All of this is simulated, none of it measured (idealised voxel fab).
process module | voxel tone inversion
cross-section cut | 185 nm wide | cells 5 nm
A cross-section is a grid of square cells, given in bands from the top down. A band is one or more rows of cells.
Each band's line starts with the height of the band's top and of its bottom, in nm. Then come its materials from left to right, each with its width in nm. One material with "throughout" fills the band from edge to edge. "air" is empty space.
Height 0 is the level under which the wafer as received is all one material. The lowest band goes on downwards, as in "0 down".
A width such as "30 to 40" changes by the same amount from each row of cells to the next, from the band's top row to its bottom row.
"no change" after a step means that no cell of the cross-section changed.
closed voids: empty space of 8 cells or more with no open way to the top, each as width x height at its distance from the left edge, in nm
after a step's settings: what the simulator itself notes on the step
overlay nm, on a step with a mask: how far to the right of its planned place the mask lay; to the left if negative
plan
1 op RECEIVE | material Si
2 op CONFORMAL_DEP | material SiCN | thk nm 10
3 op DIRECTIONAL_DEP | material aC | thk nm 15
4 op PATTERN | tone cover | mask id POSTS | material resist | width nm 20 | pitch nm 50 | thk nm 20 | overlay nm 0
5 op DIRECTIONAL_ETCH | etch materials aC | depth nm 15
6 op STRIP | etch materials resist
7 op FILL_DEP | material lowk | thk nm 10
8 op CMP | height nm 25
9 op STRIP | etch materials aC
10 op CONFORMAL_DEP | material TiN | thk nm 5
11 op FILL_DEP | material W | thk nm 5
12 op CMP | height nm 25
13 op CONFORMAL_DEP | material SiCN | thk nm 5
as received, after step 1
  0 down: Si throughout
  closed voids: none
a wafer at the end: this start, this plan, one mistake
  20 to 15: SiCN throughout
  15 to 10: lowk 55 | TiN 20 | lowk 30 | TiN 20 | lowk 60
  10 to 0: SiCN throughout
  0 down: Si throughout
  closed voids: none
what went wrong: step 12 ran as: op CMP | height nm 15
